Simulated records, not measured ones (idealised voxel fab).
Module name: voxel wiring stack (process module)
Cross-section cut spans 250 nm and uses square cells 5 nm in size.
A cross-section is a grid of square cells, given in bands from the top down. A band is one or more rows of cells. Quick guide to a band line: top height, bottom height (nm) up front; then every material left to right with its width in nm. Only one material and it's marked "everywhere"? Then it fills the band edge to edge. And "empty" just means empty space. Height 0 is the level under which the wafer as received is all one material. The lowest band goes on downwards, as in "0 and below". A two-number width, for instance "30..40", indicates that the width is equal to the first number in the top row of the band and to the second number in the bottom row, and that it changes by a constant amount per row of cells. Step note "same as before" = no cross-section cell changed. Voids not open to the top, 8 cells minimum: see "Trapped cavities". Written width x height at distance; distance is from the left edge; nm. On each step's line, the part that comes after the settings is the simulator's own comment on the step. overlay nm: how far to the right of its planned place the mask lay on this masked step (negative: to the left).
SO HERE'S THE LINEUP OF PROCESS STEPS WE PLANNED
1) RECEIVE | material Si
2) CONFORMAL_DEP | material SiO2 | thk nm 10
3) DIRECTIONAL_DEP | material TiN | thk nm 5
4) DIRECTIONAL_DEP | material W | thk nm 25
5) PATTERN | tone cover | mask id METAL_1 | material resist | width nm 30 | pitch nm 55 | thk nm 20 | overlay nm 0
6) DIRECTIONAL_ETCH | etch materials W | depth nm 25
7) DIRECTIONAL_ETCH | etch materials TiN | depth nm 5
8) STRIP | etch materials resist
9) CONFORMAL_DEP | material SiN | thk nm 5
10) FILL_DEP | material SiO2 | thk nm 10
11) CMP | height nm 40
12) CONFORMAL_DEP | material SiCN | thk nm 5
13) DIRECTIONAL_DEP | material SiO2 | thk nm 30
14) PATTERN | tone open | mask id METAL_2_HOLES | material resist | width nm 15 | pitch nm 55 | thk nm 20 | overlay nm 0
15) DIRECTIONAL_ETCH | etch materials SiO2 | depth nm 30
16) STRIP | etch materials resist
17) PATTERN | tone open | mask id METAL_2 | material resist | width nm 30 | pitch nm 55 | thk nm 20 | overlay nm 0
18) DIRECTIONAL_ETCH | etch materials SiO2 | depth nm 20
19) DIRECTIONAL_ETCH | etch materials SiCN | depth nm 5
20) STRIP | etch materials resist
21) CONFORMAL_DEP | material TiN | thk nm 5
22) FILL_DEP | material Ru | thk nm 5
23) CMP | height nm 75
24) CONFORMAL_DEP | material SiCN | thk nm 5
25) DIRECTIONAL_DEP | material SiO2 | thk nm 35
26) MASKED_ETCH | tone open | mask id METAL_3_HOLES | width nm 15 | pitch nm 55 | etch materials SiO2 | depth nm 35 | overlay nm 0
27) MASKED_ETCH | tone open | mask id METAL_3 | width nm 30 | pitch nm 55 | etch materials SiO2 | depth nm 20 | overlay nm 0
28) MASKED_ETCH | tone open | mask id METAL_3 | width nm 20 | pitch nm 55 | etch materials SiCN | depth nm 5 | overlay nm 0
29) CONFORMAL_DEP | material TiN | thk nm 5
30) FILL_DEP | material Cu | thk nm 10
31) CMP | height nm 115
32) CONFORMAL_DEP | material SiCN | thk nm 5
What sets these wafers apart? The width nm at step 28. They all start alike, and the plan carries the first wafer's value.
THE FIRST OF SEVERAL WAFERS IN CROSS-SECTION, EXACTLY AS IT REACHED US AFTER STEP 1
* 0 and below = Si everywhere
* Trapped cavities: none
QUICK KEY FOR THE TABLE: A ROW PER WAFER, TAKEN AT THE END OF THE MODULE. FOR EACH MATERIAL IT TELLS YOU HOW MANY CELLS THE WAFER GAINED (+) OR LOST (-) SINCE IT CAME IN, AND THE CLOSED VOIDS COME AFTER
width nm 20, +30 Cu, +30 Ru, +140 SiCN, +58 SiN, +794 SiO2, +88 TiN, +60 W, Trapped cavities: none
width nm 25, +30 Cu, +30 Ru, +140 SiCN, +58 SiN, +794 SiO2, +88 TiN, +60 W, Trapped cavities: none
width nm 30, +32 Cu, +30 Ru, +138 SiCN, +58 SiN, +794 SiO2, +88 TiN, +60 W, Trapped cavities: none
width nm 35, +32 Cu, +30 Ru, +138 SiCN, +58 SiN, +794 SiO2, +88 TiN, +60 W, Trapped cavities: none
width nm 40, +32 Cu, +30 Ru, +138 SiCN, +58 SiN, +794 SiO2, +88 TiN, +60 W, Trapped cavities: none
